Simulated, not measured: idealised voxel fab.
Module name: voxel transistor to metal (process module)
This is section cut - it's 215 nm across, gridded in 5 nm square cells.
The cross-sections in this document take the form of a grid made of square cells. They are written out as bands, in order from top to bottom. Each band consists of one or more rows of cells.
The band entry comprises the height of the band's top followed by the height of its bottom, expressed in nm, and subsequently the band's materials from left to right, each stated together with its width in nm. Where a single material is marked with the word "everywhere", that material fills the band from edge to edge. The word "air" represents empty space.
Heights are reckoned from 0. Under this level, the received wafer is all of one material. The bottommost band is open-ended downward, for example "0..down".
A width such as "30..40" changes by the same amount from each row of cells to the next, from the band's top row to its bottom row.
"left unchanged" -> step changed no cross-section cell.
Closed-off voids of 8+ cells (no open route to the top) go in "Encapsulated voids", written width x height at distance from the left edge, in nm.
It should be noted that, on the line of a given step, the content following the step's settings is a remark produced by the simulator itself with respect to that step.
Regarding "overlay nm": on a step with a mask, it is the distance the mask lay to the right of its planned place; a negative value places it to the left.
## List of planned process steps
- 1: RECEIVE [material Si]
- 2: OXIDIZE [depth nm 5]
- 3: CONFORMAL_DEP [material SiN] [thk nm 10]
- 4: MASKED_ETCH [tone cover] [mask id ACTIVE] [width nm 125] [etch materials SiN] [depth nm 10] [overlay nm 0]
- 5: MASKED_ETCH [tone cover] [mask id ACTIVE] [width nm 125] [etch materials SiO2] [depth nm 5] [overlay nm 0]
- 6: MASKED_ETCH [tone cover] [mask id ACTIVE] [width nm 125] [etch materials Si] [depth nm 20] [overlay nm 0]
- 7: FILL_DEP [material SiO2] [thk nm 5]
- 8: CMP [height nm 10]
- 9: SELECTIVE_ETCH [etch materials SiO2] [depth nm 10]
- 10: STRIP [etch materials SiN]
- 11: SELECTIVE_ETCH [etch materials SiO2] [depth nm 5]
- 12: OXIDIZE [depth nm 5]
- 13: DIRECTIONAL_DEP [material polySi] [thk nm 20]
- 14: DIRECTIONAL_DEP [material SiCN] [thk nm 15]
- 15: DIRECTIONAL_DEP [material aC] [thk nm 15]
- 16: PATTERN [tone cover] [mask id GATE] [material resist] [width nm 35] [thk nm 35] [overlay nm 0]
- 17: DIRECTIONAL_ETCH [etch materials aC] [depth nm 15]
- 18: STRIP [etch materials resist]
- 19: DIRECTIONAL_ETCH [etch materials SiCN] [depth nm 25]
- 20: DIRECTIONAL_ETCH [etch materials polySi] [depth nm 30]
- 21: STRIP [etch materials aC]
- 22: CONFORMAL_DEP [material SiO2] [thk nm 5]
- 23: DIRECTIONAL_ETCH [etch materials SiO2] [depth nm 5]
- 24: CONFORMAL_DEP [material SiN] [thk nm 10]
- 25: DIRECTIONAL_ETCH [etch materials SiN] [depth nm 10]
- 26: DIRECTIONAL_ETCH [etch materials SiO2] [depth nm 5]
- 27: DIRECTIONAL_ETCH [etch materials Si] [depth nm 5]
- 28: EPI [material pSi] [thk nm 5]
- 29: FILL_DEP [material SiO2] [thk nm 10]
- 30: CMP [height nm 15]
- 31: STRIP [etch materials polySi]
- 32: SELECTIVE_ETCH [etch materials SiO2] [depth nm 5]
- 33: CONFORMAL_DEP [material HfO2] [thk nm 5]
- 34: CONFORMAL_DEP [material TiN] [thk nm 5]
- 35: FILL_DEP [material W] [thk nm 10]
- 36: CMP [height nm 10]
- 37: DIRECTIONAL_DEP [material SiO2] [thk nm 10]
- 38: PATTERN [tone open] [mask id CONTACT] [material resist] [width nm 20] [pitch nm 85] [thk nm 15] [overlay nm 0]
- 39: DIRECTIONAL_ETCH [etch materials SiO2] [depth nm 30]
- 40: STRIP [etch materials resist]
- 41: CONFORMAL_DEP [material TiN] [thk nm 5]
- 42: FILL_DEP [material Ru] [thk nm 5]
- 43: CMP [height nm 20]
- 44: DIRECTIONAL_DEP [material TiN] [thk nm 5]
- 45: DIRECTIONAL_DEP [material W] [thk nm 15]
- 46: DIRECTIONAL_DEP [material aC] [thk nm 15]
- 47: PATTERN [tone cover] [mask id METAL_1] [material resist] [width nm 20] [pitch nm 85] [thk nm 35] [overlay nm 0]
- 48: DIRECTIONAL_ETCH [etch materials aC] [depth nm 15]
- 49: STRIP [etch materials resist]
- 50: DIRECTIONAL_ETCH [etch materials W] [depth nm 15]
- 51: DIRECTIONAL_ETCH [etch materials TiN] [depth nm 5]
- 52: STRIP [etch materials aC]
- 53: FILL_DEP [material lowk] [thk nm 10]
- 54: CMP [height nm 40]
- 55: CONFORMAL_DEP [material SiCN] [thk nm 5]
## Cross-section, incoming material, after step 1
0..down  Si everywhere
Encapsulated voids: none
## Post-module cross-section of the first of two wafers (run per plan)
45..40  SiCN everywhere
40..25  55 nm lowk, then 20 nm W, then 65 nm lowk, then 20 nm W, then 55 nm lowk
25..20  55 nm lowk, then 20 nm TiN, then 65 nm lowk, then 20 nm TiN, then 55 nm lowk
20..10  55 nm SiO2, then 5 nm TiN, then 10 nm Ru, then 5 nm TiN, then 65 nm SiO2, then 5 nm TiN, then 10 nm Ru, then 5 nm TiN, then 55 nm SiO2
10..0  55 nm SiO2, then 5 nm TiN, then 10 nm Ru, then 5 nm TiN, then 10 nm SiN, then 5 nm HfO2, then 5 nm TiN, then 25 nm W, then 5 nm TiN, then 5 nm HfO2, then 10 nm SiN, then 5 nm TiN, then 10 nm Ru, then 5 nm TiN, then 55 nm SiO2
0..-5  55 nm SiO2, then 5 nm TiN, then 5 nm Ru, then 10 nm TiN, then 10 nm SiN, then 5 nm HfO2, then 35 nm TiN, then 5 nm HfO2, then 10 nm SiN, then 10 nm TiN, then 5 nm Ru, then 5 nm TiN, then 55 nm SiO2
-5..-10  55 nm SiO2, then 15 nm TiN, then 5 nm pSi, then 10 nm SiO2, then 45 nm HfO2, then 10 nm SiO2, then 5 nm pSi, then 15 nm TiN, then 55 nm SiO2
-10..-15  45 nm SiO2, then 30 nm pSi, then 65 nm Si, then 30 nm pSi, then 45 nm SiO2
-15..-25  45 nm SiO2, then 125 nm Si, then 45 nm SiO2
-25..down  Si everywhere
Encapsulated voids: none
## Second of two wafers, module complete, sectioned: it shares the first wafer's start and plan but was run with one mistake
45..40  SiCN everywhere
40..25  55 nm lowk, then 20 nm W, then 65 nm lowk, then 20 nm W, then 55 nm lowk
25..20  55 nm lowk, then 20 nm TiN, then 65 nm lowk, then 20 nm TiN, then 55 nm lowk
20..10  55 nm SiO2, then 5 nm TiN, then 10 nm Ru, then 5 nm TiN, then 65 nm SiO2, then 5 nm TiN, then 10 nm Ru, then 5 nm TiN, then 55 nm SiO2
10..0  55 nm SiO2, then 5 nm TiN, then 10 nm Ru, then 5 nm TiN, then 5 nm SiO2, then 5 nm SiN, then 5 nm HfO2, then 5 nm TiN, then 25 nm W, then 5 nm TiN, then 5 nm HfO2, then 5 nm SiN, then 5 nm SiO2, then 5 nm TiN, then 10 nm Ru, then 5 nm TiN, then 55 nm SiO2
0..-5  55 nm SiO2, then 5 nm TiN, then 10 nm Ru, then 5 nm TiN, then 5 nm SiO2, then 5 nm SiN, then 5 nm HfO2, then 35 nm TiN, then 5 nm HfO2, then 5 nm SiN, then 5 nm SiO2, then 5 nm TiN, then 10 nm Ru, then 5 nm TiN, then 55 nm SiO2
-5..-10  55 nm SiO2, then 20 nm TiN, then 5 nm pSi, then 5 nm SiO2, then 45 nm HfO2, then 5 nm SiO2, then 5 nm pSi, then 20 nm TiN, then 55 nm SiO2
-10..-15  45 nm SiO2, then 35 nm pSi, then 55 nm Si, then 35 nm pSi, then 45 nm SiO2
-15..-25  45 nm SiO2, then 125 nm Si, then 45 nm SiO2
-25..down  Si everywhere
Encapsulated voids: none
Finding, execution versus plan: off-plan run, step 24, actual operation and settings CONFORMAL_DEP [material SiN] [thk nm 5]
Bottom line after processing is that, in cells, the second wafer is up or down on some materials versus the first: Ru: 2 more | Si: 2 fewer | SiN: 6 fewer | SiO2: 4 more | pSi: 2 more
